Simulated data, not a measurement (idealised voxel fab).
process module | voxel spacer lines
cross-section cut | 240 nm wide | cells 5 nm
A cross-section is a grid of square cells, given in bands from the top down. A band is one or more rows of cells.
Each band's line starts with the height of the band's top and of its bottom, in nm. Then come its materials from left to right, each with its width in nm. One material with "throughout" fills the band from edge to edge. "air" is empty space.
Height 0 is the level under which the wafer as received is all one material. The lowest band goes on downwards, as in "0 down".
A width such as "30 to 40" changes by the same amount from each row of cells to the next, from the band's top row to its bottom row.
"no change" after a step means that no cell of the cross-section changed.
closed voids: empty space of 8 cells or more with no open way to the top, each as width x height at its distance from the left edge, in nm
after a step's settings: what the simulator itself notes on the step
overlay nm, on a step with a mask: how far to the right of its planned place the mask lay; to the left if negative
plan
1 op RECEIVE | material Si
2 op CONFORMAL_DEP | material Al2O3 | thk nm 10
3 op DIRECTIONAL_DEP | material polySi | thk nm 15
4 op DIRECTIONAL_DEP | material aC | thk nm 25
5 op PATTERN | tone cover | mask id MANDREL | material resist | width nm 25 | pitch nm 70 | thk nm 30 | overlay nm 0
6 op DIRECTIONAL_ETCH | etch materials aC | depth nm 25
7 op STRIP | etch materials resist
8 op CONFORMAL_DEP | material SiN | thk nm 10
9 op DIRECTIONAL_ETCH | etch materials SiN | depth nm 10
10 op STRIP | etch materials aC
11 op DIRECTIONAL_ETCH | etch materials polySi | depth nm 15
12 op STRIP | etch materials SiN
first wafer, as planned
as received, after step 1
  0 down: Si throughout
  closed voids: none
after step 2
  10 to 0: Al2O3 throughout
  below 0: unchanged
after step 3
  25 to 10: polySi throughout
  below 10: unchanged
after step 4
  50 to 25: aC throughout
  below 25: unchanged
after step 5
  80 to 50: air 70 | resist 25 | air 45 | resist 25 | air 75
  below 50: unchanged
after step 6
  55 to 50: air 70 | resist 25 | air 45 | resist 25 | air 75
  50 to 25: air 70 | aC 25 | air 45 | aC 25 | air 75
  below 25: unchanged
after step 7
  50 to 25: air 70 | aC 25 | air 45 | aC 25 | air 75
  below 25: unchanged
after step 8
  60 to 50: air 60 | SiN 45 | air 25 | SiN 45 | air 65
  50 to 35: air 60 | SiN 10 | aC 25 | SiN 10 | air 25 | SiN 10 | aC 25 | SiN 10 | air 65
  35 to 25: SiN 70 | aC 25 | SiN 45 | aC 25 | SiN 75
  below 25: unchanged
after step 9
  50 to 25: air 60 | SiN 10 | aC 25 | SiN 10 | air 25 | SiN 10 | aC 25 | SiN 10 | air 65
  below 25: unchanged
after step 10
  50 to 25: air 60 | SiN 10 | air 25 | SiN 10 | air 25 | SiN 10 | air 25 | SiN 10 | air 65
  below 25: unchanged
after step 11
  50 to 25: air 60 | SiN 10 | air 25 | SiN 10 | air 25 | SiN 10 | air 25 | SiN 10 | air 65
  25 to 10: air 60 | polySi 10 | air 25 | polySi 10 | air 25 | polySi 10 | air 25 | polySi 10 | air 65
  below 10: unchanged
after step 12
  25 to 10: air 60 | polySi 10 | air 25 | polySi 10 | air 25 | polySi 10 | air 25 | polySi 10 | air 65
  below 10: unchanged
second wafer: like start, like plan, one mistake. Through step 1 it matches the first wafer
when step 2 should have ended: no change
when step 3 should have ended
  15 to 0: polySi throughout
  below 0: unchanged
when step 4 should have ended
  40 to 15: aC throughout
  below 15: unchanged
when step 5 should have ended
  70 to 40: air 70 | resist 25 | air 45 | resist 25 | air 75
  below 40: unchanged
when step 6 should have ended
  45 to 40: air 70 | resist 25 | air 45 | resist 25 | air 75
  40 to 15: air 70 | aC 25 | air 45 | aC 25 | air 75
  below 15: unchanged
when step 7 should have ended
  40 to 15: air 70 | aC 25 | air 45 | aC 25 | air 75
  below 15: unchanged
when step 8 should have ended
  50 to 40: air 60 | SiN 45 | air 25 | SiN 45 | air 65
  40 to 25: air 60 | SiN 10 | aC 25 | SiN 10 | air 25 | SiN 10 | aC 25 | SiN 10 | air 65
  25 to 15: SiN 70 | aC 25 | SiN 45 | aC 25 | SiN 75
  below 15: unchanged
when step 9 should have ended
  40 to 15: air 60 | SiN 10 | aC 25 | SiN 10 | air 25 | SiN 10 | aC 25 | SiN 10 | air 65
  below 15: unchanged
when step 10 should have ended
  40 to 15: air 60 | SiN 10 | air 25 | SiN 10 | air 25 | SiN 10 | air 25 | SiN 10 | air 65
  below 15: unchanged
when step 11 should have ended
  40 to 15: air 60 | SiN 10 | air 25 | SiN 10 | air 25 | SiN 10 | air 25 | SiN 10 | air 65
  15 to 0: air 60 | polySi 10 | air 25 | polySi 10 | air 25 | polySi 10 | air 25 | polySi 10 | air 65
  below 0: unchanged
when step 12 should have ended
  15 to 0: air 60 | polySi 10 | air 25 | polySi 10 | air 25 | polySi 10 | air 25 | polySi 10 | air 65
  below 0: unchanged
what went wrong: step 2 was left out
at the end the second wafer has, in cells: 96 fewer of Al2O3
